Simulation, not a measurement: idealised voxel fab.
The following process module bears the name voxel capacitor over wiring.
Pictured: cross-section cut, 240 nm wide, on a grid of 5 nm square cells.
Cross-sections here: square-cell grids, written as top-down lists of bands, a band being one or more rows of cells. Top, bottom (nm), then materials left to right with widths (nm); lone material tagged "everywhere" fills the whole band edge to edge; "air" = empty space. We count height from 0. Below that, the starting wafer is all one material. The lowest band never ends at the bottom but goes on down; see "0 nm and below" for how that is written. Think of "30 to 40" as a width that walks from the first number to the second as you go down the band, top row to bottom row, taking equal-sized steps from row to row. The cross-section has no changed cell in any step marked "all unchanged". Basically, "Sealed-off cavities" tells you about the enclosed voids: empty spaces with no open way to the top, 8 cells or bigger, each written width x height at distance, where distance is from the left edge, all in nm. If you see something after the settings on a step's line, that's the simulator's own remark about that step. overlay nm: step with mask; distance mask lay right of planned place; negative value = left of planned place.
## Steps planned for the process
1) RECEIVE [material Si]
2) CONFORMAL_DEP [material SiO2] [thk nm 15]
3) CONFORMAL_DEP [material SiCN] [thk nm 5]
4) DIRECTIONAL_DEP [material lowk] [thk nm 15]
5) PATTERN [tone open] [mask id METAL_1] [material resist] [width nm 20] [pitch nm 70] [thk nm 20] [overlay nm 0]
6) DIRECTIONAL_ETCH [etch materials lowk] [depth nm 15]
7) DIRECTIONAL_ETCH [etch materials SiCN] [depth nm 5]
8) STRIP [etch materials resist]
9) CONFORMAL_DEP [material TiN] [thk nm 5]
10) FILL_DEP [material Cu] [thk nm 10]
11) CMP [height nm 35]
12) CONFORMAL_DEP [material SiCN] [thk nm 5]
13) DIRECTIONAL_DEP [material lowk] [thk nm 15]
14) MASKED_ETCH [tone open] [mask id PLUG_1] [width nm 15] [etch materials lowk] [depth nm 15] [overlay nm 0]
15) MASKED_ETCH [tone open] [mask id PLUG_1] [width nm 15] [etch materials SiCN] [depth nm 5] [overlay nm 0]
16) CONFORMAL_DEP [material TiN] [thk nm 5]
17) FILL_DEP [material Cu] [thk nm 10]
18) CMP [height nm 55]
19) DIRECTIONAL_DEP [material TiN] [thk nm 5]
20) DIRECTIONAL_DEP [material HfO2] [thk nm 5]
21) DIRECTIONAL_DEP [material TiN] [thk nm 5]
22) PATTERN [tone cover] [mask id UPPER_PLATE] [material resist] [width nm 55] [thk nm 15] [overlay nm 0]
23) DIRECTIONAL_ETCH [etch materials TiN] [depth nm 5]
24) DIRECTIONAL_ETCH [etch materials HfO2] [depth nm 5]
25) STRIP [etch materials resist]
26) DIRECTIONAL_DEP [material aC] [thk nm 15]
27) PATTERN [tone cover] [mask id LOWER_PLATE] [material resist] [width nm 65] [thk nm 30] [overlay nm 0]
28) DIRECTIONAL_ETCH [etch materials aC] [depth nm 15]
29) STRIP [etch materials resist]
30) DIRECTIONAL_ETCH [etch materials TiN] [depth nm 5]
31) STRIP [etch materials aC]
32) FILL_DEP [material SiO2] [thk nm 15]
33) CMP [height nm 80]
34) MASKED_ETCH [tone open] [mask id PLUG_2] [width nm 15] [etch materials SiO2] [depth nm 10] [overlay nm 0]
35) CONFORMAL_DEP [material TiN] [thk nm 5]
36) FILL_DEP [material Ru] [thk nm 10]
37) CMP [height nm 80]
38) CONFORMAL_DEP [material SiN] [thk nm 5]
## As received (post step 1): cross-section
	0 nm and below = Si everywhere
	Sealed-off cavities: none
## One mistake in running the module, otherwise start and plan as above: cross-section at the end
	85 nm to 80 nm = SiN everywhere
	80 nm to 75 nm = SiO2=90 | SiCN=5 | Ru=5 | SiCN=5 | SiO2=135
	75 nm to 70 nm = SiO2=90 | SiCN=15 | SiO2=135
	70 nm to 65 nm = SiO2=80 | TiN=55 | SiO2=105
	65 nm to 60 nm = SiO2=80 | HfO2=55 | SiO2=105
	60 nm to 55 nm = SiO2=75 | TiN=65 | SiO2=100
	55 nm to 40 nm = lowk=80 | TiN=5 | Cu=5 | TiN=5 | lowk=145
	40 nm to 35 nm = SiCN=80 | TiN=15 | SiCN=145
	35 nm to 20 nm = lowk=75 | TiN=5 | Cu=10 | TiN=5 | lowk=50 | TiN=5 | Cu=10 | TiN=5 | lowk=75
	20 nm to 15 nm = SiCN=75 | TiN=20 | SiCN=50 | TiN=20 | SiCN=75
	15 nm to 0 nm = SiO2 everywhere
	0 nm and below = Si everywhere
	Sealed-off cavities: none
Nonconformance to the process plan: the process deviated at step 35: the operation and settings actually run there were CONFORMAL_DEP [material SiCN] [thk nm 5]
